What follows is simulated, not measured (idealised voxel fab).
The following process module bears the name voxel wiring stack.
We display cut, a cross-section 300 nm in width whose square cells are each 5 nm.
Notation: cross-section as square-cell grid; stated in bands, top first, going down; one or more cell rows per band. Heights first: top, then bottom, in nm. Then materials, left to right, each with a width in nm. "edge to edge" on a single material: fills the band edge to edge. "empty": empty space. Where do heights start? At 0: under that level the wafer as delivered is made of one material only. And the lowest band has no floor; it just carries on downward, as in "0 and below". Read "30->40" as a graded width: first number on top, second number at the bottom, same change between each pair of neighbouring rows. No cell of the cross-section changed in a step that is given as "no modification". Closed-off voids of 8+ cells (no open route to the top) go in "Unvented cavities", written width x height at distance from the left edge, in nm. Note: text after step settings on the step line = simulator remark on that step. If you see "overlay nm" on a step's line and that step has a mask, it's telling you how far right of where it was planned the mask ended up; a negative number means it went left instead.
# So here's the lineup of process steps we planned
- 1: RECEIVE: material Si
- 2: CONFORMAL_DEP: material SiO2, thk nm 15
- 3: DIRECTIONAL_DEP: material TiN, thk nm 5
- 4: DIRECTIONAL_DEP: material Ru, thk nm 25
- 5: PATTERN: tone cover, mask id METAL_1, material resist, width nm 20, pitch nm 35, thk nm 20, overlay nm 0
- 6: DIRECTIONAL_ETCH: etch materials Ru, depth nm 25
- 7: DIRECTIONAL_ETCH: etch materials TiN, depth nm 5
- 8: STRIP: etch materials resist
- 9: FILL_DEP: material SiO2, thk nm 5
- 10: CMP: height nm 45
- 11: CONFORMAL_DEP: material SiCN, thk nm 5
- 12: DIRECTIONAL_DEP: material SiO2, thk nm 30
- 13: PATTERN: tone open, mask id METAL_2_HOLES, material resist, width nm 15, pitch nm 35, thk nm 20, overlay nm 0
- 14: DIRECTIONAL_ETCH: etch materials SiO2, depth nm 30
- 15: STRIP: etch materials resist
- 16: PATTERN: tone open, mask id METAL_2, material resist, width nm 20, pitch nm 35, thk nm 20, overlay nm 0
- 17: DIRECTIONAL_ETCH: etch materials SiO2, depth nm 15
- 18: DIRECTIONAL_ETCH: etch materials SiCN, depth nm 5
- 19: STRIP: etch materials resist
- 20: CONFORMAL_DEP: material TiN, thk nm 5
- 21: FILL_DEP: material Cu, thk nm 10
- 22: CMP: height nm 80
- 23: CONFORMAL_DEP: material SiCN, thk nm 5
- 24: DIRECTIONAL_DEP: material SiO2, thk nm 10
- 25: MASKED_ETCH: tone open, mask id PLUG_2, width nm 15, pitch nm 35, etch materials SiO2, depth nm 10, overlay nm 0
- 26: MASKED_ETCH: tone open, mask id PLUG_2, width nm 15, pitch nm 35, etch materials SiCN, depth nm 5, overlay nm 0
- 27: EPI: material Ru, thk nm 10
- 28: EPI: material Ru, thk nm 5
- 29: DIRECTIONAL_DEP: material TiN, thk nm 5
- 30: DIRECTIONAL_DEP: material Ru, thk nm 20
- 31: MASKED_ETCH: tone cover, mask id METAL_3, width nm 20, pitch nm 35, etch materials Ru, depth nm 20, overlay nm -15
- 32: MASKED_ETCH: tone cover, mask id METAL_3, width nm 20, pitch nm 35, etch materials TiN, depth nm 5, overlay nm 0
- 33: FILL_DEP: material SiO2, thk nm 10
- 34: CMP: height nm 120
- 35: CONFORMAL_DEP: material SiCN, thk nm 5
- 36: DIRECTIONAL_DEP: material SiO2, thk nm 20
- 37: DIRECTIONAL_DEP: material aC, thk nm 10
- 38: PATTERN: tone open, mask id PLUG_3, material resist, width nm 15, pitch nm 35, thk nm 25, overlay nm 0
- 39: DIRECTIONAL_ETCH: etch materials aC, depth nm 10
- 40: STRIP: etch materials resist
- 41: DIRECTIONAL_ETCH: etch materials SiO2, depth nm 20
- 42: DIRECTIONAL_ETCH: etch materials SiCN, depth nm 5
- 43: STRIP: etch materials aC
- 44: CONFORMAL_DEP: material TiN, thk nm 5
- 45: FILL_DEP: material Cu, thk nm 10
- 46: CMP: height nm 145
- 47: DIRECTIONAL_DEP: material TiN, thk nm 5
- 48: DIRECTIONAL_DEP: material W, thk nm 25
- 49: MASKED_ETCH: tone cover, mask id METAL_4, width nm 20, pitch nm 35, etch materials W, depth nm 25, overlay nm 0
- 50: MASKED_ETCH: tone cover, mask id METAL_4, width nm 20, pitch nm 35, etch materials TiN, depth nm 5, overlay nm 0
- 51: CONFORMAL_DEP: material SiN, thk nm 5
- 52: FILL_DEP: material lowk, thk nm 5
- 53: CMP: height nm 175
- 54: CONFORMAL_DEP: material SiN, thk nm 5
Where the wafers of this document differ is in the overlay nm of step 31; they start out the same, and the plan states the value that applied to the first wafer.
# This is how the first of several wafers looked in cross-section when it arrived, which is after step 1
  0 and below  Si edge to edge
  Unvented cavities: none
# First of several wafers, sectioned at end of module (last step: step 54)
  180 down to 175  SiN edge to edge
  175 down to 150  lowk 80 nm; SiN 5 nm; W 20 nm; SiN 5 nm; lowk 5 nm; SiN 5 nm; W 20 nm; SiN 5 nm; lowk 5 nm; SiN 5 nm; W 20 nm; SiN 5 nm; lowk 5 nm; SiN 5 nm; W 20 nm; SiN 5 nm; lowk 85 nm
  150 down to 145  SiN 85 nm; TiN 20 nm; SiN 15 nm; TiN 20 nm; SiN 15 nm; TiN 20 nm; SiN 15 nm; TiN 20 nm; SiN 90 nm
  145 down to 125  SiO2 85 nm; TiN 5 nm; Cu 5 nm; TiN 5 nm; SiO2 20 nm; TiN 5 nm; Cu 5 nm; TiN 5 nm; SiO2 20 nm; TiN 5 nm; Cu 5 nm; TiN 5 nm; SiO2 20 nm; TiN 5 nm; Cu 5 nm; TiN 5 nm; SiO2 95 nm
  125 down to 120  SiCN 85 nm; TiN 15 nm; SiCN 20 nm; TiN 15 nm; SiCN 20 nm; TiN 15 nm; SiCN 20 nm; TiN 15 nm; SiCN 95 nm
  120 down to 100  SiO2 70 nm; Ru 20 nm; SiO2 15 nm; Ru 20 nm; SiO2 15 nm; Ru 20 nm; SiO2 15 nm; Ru 20 nm; SiO2 105 nm
  100 down to 95  SiO2 70 nm; TiN 140 nm; SiO2 90 nm
  95 down to 85  SiO2 85 nm; Ru 15 nm; SiO2 20 nm; Ru 15 nm; SiO2 20 nm; Ru 15 nm; SiO2 20 nm; Ru 15 nm; SiO2 95 nm
  85 down to 80  SiCN 85 nm; Ru 15 nm; SiCN 20 nm; Ru 15 nm; SiCN 20 nm; Ru 15 nm; SiCN 20 nm; Ru 15 nm; SiCN 95 nm
  80 down to 70  SiO2 85 nm; TiN 5 nm; Cu 10 nm; TiN 5 nm; SiO2 15 nm; TiN 5 nm; Cu 10 nm; TiN 5 nm; SiO2 15 nm; TiN 5 nm; Cu 10 nm; TiN 5 nm; SiO2 15 nm; TiN 5 nm; Cu 10 nm; TiN 5 nm; SiO2 90 nm
  70 down to 65  SiO2 85 nm; TiN 5 nm; Cu 5 nm; TiN 10 nm; SiO2 15 nm; TiN 5 nm; Cu 5 nm; TiN 10 nm; SiO2 15 nm; TiN 5 nm; Cu 5 nm; TiN 10 nm; SiO2 15 nm; TiN 5 nm; Cu 5 nm; TiN 10 nm; SiO2 90 nm
  65 down to 50  SiO2 85 nm; TiN 5 nm; Cu 5 nm; TiN 5 nm; SiO2 20 nm; TiN 5 nm; Cu 5 nm; TiN 5 nm; SiO2 20 nm; TiN 5 nm; Cu 5 nm; TiN 5 nm; SiO2 20 nm; TiN 5 nm; Cu 5 nm; TiN 5 nm; SiO2 95 nm
  50 down to 45  SiCN 85 nm; TiN 15 nm; SiCN 20 nm; TiN 15 nm; SiCN 20 nm; TiN 15 nm; SiCN 20 nm; TiN 15 nm; SiCN 95 nm
  45 down to 20  SiO2 85 nm; Ru 20 nm; SiO2 15 nm; Ru 20 nm; SiO2 15 nm; Ru 20 nm; SiO2 15 nm; Ru 20 nm; SiO2 90 nm
  20 down to 15  SiO2 85 nm; TiN 20 nm; SiO2 15 nm; TiN 20 nm; SiO2 15 nm; TiN 20 nm; SiO2 15 nm; TiN 20 nm; SiO2 90 nm
  15 down to 0  SiO2 edge to edge
  0 and below  Si edge to edge
  Unvented cavities: none
# The final wafer, sectioned at module end
  180 down to 175  SiN edge to edge
  175 down to 150  lowk 80 nm; SiN 5 nm; W 20 nm; SiN 5 nm; lowk 5 nm; SiN 5 nm; W 20 nm; SiN 5 nm; lowk 5 nm; SiN 5 nm; W 20 nm; SiN 5 nm; lowk 5 nm; SiN 5 nm; W 20 nm; SiN 5 nm; lowk 85 nm
  150 down to 145  SiN 85 nm; TiN 20 nm; SiN 15 nm; TiN 20 nm; SiN 15 nm; TiN 20 nm; SiN 15 nm; TiN 20 nm; SiN 90 nm
  145 down to 125  SiO2 85 nm; TiN 5 nm; Cu 5 nm; TiN 5 nm; SiO2 20 nm; TiN 5 nm; Cu 5 nm; TiN 5 nm; SiO2 20 nm; TiN 5 nm; Cu 5 nm; TiN 5 nm; SiO2 20 nm; TiN 5 nm; Cu 5 nm; TiN 5 nm; SiO2 95 nm
  125 down to 120  SiCN 85 nm; TiN 15 nm; SiCN 20 nm; TiN 15 nm; SiCN 20 nm; TiN 15 nm; SiCN 20 nm; TiN 15 nm; SiCN 95 nm
  120 down to 100  SiO2 100 nm; Ru 20 nm; SiO2 15 nm; Ru 20 nm; SiO2 15 nm; Ru 20 nm; SiO2 15 nm; Ru 20 nm; SiO2 75 nm
  100 down to 95  SiO2 85 nm; TiN 140 nm; SiO2 75 nm
  95 down to 85  SiO2 85 nm; Ru 15 nm; SiO2 20 nm; Ru 15 nm; SiO2 20 nm; Ru 15 nm; SiO2 20 nm; Ru 15 nm; SiO2 95 nm
  85 down to 80  SiCN 85 nm; Ru 15 nm; SiCN 20 nm; Ru 15 nm; SiCN 20 nm; Ru 15 nm; SiCN 20 nm; Ru 15 nm; SiCN 95 nm
  80 down to 70  SiO2 85 nm; TiN 5 nm; Cu 10 nm; TiN 5 nm; SiO2 15 nm; TiN 5 nm; Cu 10 nm; TiN 5 nm; SiO2 15 nm; TiN 5 nm; Cu 10 nm; TiN 5 nm; SiO2 15 nm; TiN 5 nm; Cu 10 nm; TiN 5 nm; SiO2 90 nm
  70 down to 65  SiO2 85 nm; TiN 5 nm; Cu 5 nm; TiN 10 nm; SiO2 15 nm; TiN 5 nm; Cu 5 nm; TiN 10 nm; SiO2 15 nm; TiN 5 nm; Cu 5 nm; TiN 10 nm; SiO2 15 nm; TiN 5 nm; Cu 5 nm; TiN 10 nm; SiO2 90 nm
  65 down to 50  SiO2 85 nm; TiN 5 nm; Cu 5 nm; TiN 5 nm; SiO2 20 nm; TiN 5 nm; Cu 5 nm; TiN 5 nm; SiO2 20 nm; TiN 5 nm; Cu 5 nm; TiN 5 nm; SiO2 20 nm; TiN 5 nm; Cu 5 nm; TiN 5 nm; SiO2 95 nm
  50 down to 45  SiCN 85 nm; TiN 15 nm; SiCN 20 nm; TiN 15 nm; SiCN 20 nm; TiN 15 nm; SiCN 20 nm; TiN 15 nm; SiCN 95 nm
  45 down to 20  SiO2 85 nm; Ru 20 nm; SiO2 15 nm; Ru 20 nm; SiO2 15 nm; Ru 20 nm; SiO2 15 nm; Ru 20 nm; SiO2 90 nm
  20 down to 15  SiO2 85 nm; TiN 20 nm; SiO2 15 nm; TiN 20 nm; SiO2 15 nm; TiN 20 nm; SiO2 15 nm; TiN 20 nm; SiO2 90 nm
  15 down to 0  SiO2 edge to edge
  0 and below  Si edge to edge
  Unvented cavities: none
# The following table contains a row per wafer, in which are reported, at the conclusion of the module, the cells of each material gained (+) or lost (-) since the wafer's receipt, with its closed voids given thereafter
overlay nm -15; +48 Cu; +180 Ru; +144 SiCN; +144 SiN; +1216 SiO2; +168 TiN; +80 W; +180 lowk; Unvented cavities: none
overlay nm -10; +48 Cu; +180 Ru; +144 SiCN; +144 SiN; +1220 SiO2; +164 TiN; +80 W; +180 lowk; Unvented cavities: none
overlay nm -5; +48 Cu; +180 Ru; +144 SiCN; +144 SiN; +1224 SiO2; +160 TiN; +80 W; +180 lowk; Unvented cavities: none
overlay nm 0; +48 Cu; +180 Ru; +144 SiCN; +144 SiN; +1228 SiO2; +156 TiN; +80 W; +180 lowk; Unvented cavities: none
overlay nm 5; +48 Cu; +180 Ru; +144 SiCN; +144 SiN; +1224 SiO2; +160 TiN; +80 W; +180 lowk; Unvented cavities: none
overlay nm 10; +48 Cu; +180 Ru; +144 SiCN; +144 SiN; +1220 SiO2; +164 TiN; +80 W; +180 lowk; Unvented cavities: none
overlay nm 15; +48 Cu; +180 Ru; +144 SiCN; +144 SiN; +1216 SiO2; +168 TiN; +80 W; +180 lowk; Unvented cavities: none
